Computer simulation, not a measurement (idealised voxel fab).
You're looking at the process module voxel fin reveal.
This is section cut - it's 285 nm across, gridded in 5 nm square cells.
In this document a cross-section is written as a grid of square cells. It is given as a series of bands, listed from the top down, and a band is one or more rows of cells. Heads up on the band format: heights come first, top then bottom, in nm. After that it's the materials left to right, each with its width in nm. A single material flagged "full width" fills the whole band edge to edge, and "blank" means there's empty space there. Beneath 0, the wafer as received is one material, and that level is where height counting begins. The lowest band goes on downward without a bottom; it is written like "z 0 and below". The two numbers in a width such as "30 to 40" mark its ends across the band: the first belongs to the top row of cells, the second to the bottom row, and from each row to the next the width moves by the same amount. Step note "no change" = no cross-section cell changed. Heads up: "Catalogued sealed voids" only lists the empty pockets with no open path to the top that are 8 cells or more, and it writes them as width x height at distance, distance from the left edge, in nm. Past the settings on a step's line: simulator remark, on that step. The setting "overlay nm" may be written on the line of a step. When the step uses a mask, the value reports how far to the right of the planned place the mask lay, and a negative value reports that it lay to the left.

## Steps planned for the process
1: op RECEIVE | material Si
2: op CONFORMAL_DEP | material SiN | thk nm 10
3: op DIRECTIONAL_DEP | material aC | thk nm 15
4: op PATTERN | tone cover | mask id FINS | material resist | width nm 15 | pitch nm 45 | thk nm 35 | overlay nm 0
5: op DIRECTIONAL_ETCH | etch materials aC | depth nm 15
6: op STRIP | etch materials resist
7: op DIRECTIONAL_ETCH | etch materials SiN | depth nm 10
8: op DIRECTIONAL_ETCH | etch materials Si | depth nm 35
9: op STRIP | etch materials aC
10: op FILL_DEP | material SiO2 | thk nm 10
11: op CMP | height nm 10
12: op SELECTIVE_ETCH | etch materials SiO2 | depth nm 35
13: op STRIP | etch materials SiN
14: op CONFORMAL_DEP | material HfO2 | thk nm 5

## Cross-sectional view of the wafer in its as-received condition, corresponding to the state after step 1
	z 0 and below  Si full width
	Catalogued sealed voids: none

## Cross-section, first of two wafers, end of module, run as planned
	z 5 to 0  blank=85 | HfO2=25 | blank=20 | HfO2=25 | blank=20 | HfO2=25 | blank=85
	z 0 to -20  blank=85 | HfO2=5 | Si=15 | HfO2=5 | blank=20 | HfO2=5 | Si=15 | HfO2=5 | blank=20 | HfO2=5 | Si=15 | HfO2=5 | blank=85
	z -20 to -25  HfO2=90 | Si=15 | HfO2=30 | Si=15 | HfO2=30 | Si=15 | HfO2=90
	z -25 to -35  SiO2=90 | Si=15 | SiO2=30 | Si=15 | SiO2=30 | Si=15 | SiO2=90
	z -35 and below  Si full width
	Catalogued sealed voids: none

## Now the second wafer, cross-sectioned at the end of the module. Nothing different at the start, nothing different in the plan compared with the first, just one mistake when it was actually run
	z 5 to 0  blank=95 | HfO2=25 | blank=20 | HfO2=25 | blank=20 | HfO2=25 | blank=75
	z 0 to -20  blank=95 | HfO2=5 | Si=15 | HfO2=5 | blank=20 | HfO2=5 | Si=15 | HfO2=5 | blank=20 | HfO2=5 | Si=15 | HfO2=5 | blank=75
	z -20 to -25  HfO2=100 | Si=15 | HfO2=30 | Si=15 | HfO2=30 | Si=15 | HfO2=80
	z -25 to -35  SiO2=100 | Si=15 | SiO2=30 | Si=15 | SiO2=30 | Si=15 | SiO2=80
	z -35 and below  Si full width
	Catalogued sealed voids: none
Against the plan, the run slipped here: in deviation from the planned setting, step 4 was conducted as op PATTERN | tone cover | mask id FINS | material resist | width nm 15 | pitch nm 45 | thk nm 35 | overlay nm 10
Final wafers compared: equal cell tally per material, rearranged layout.
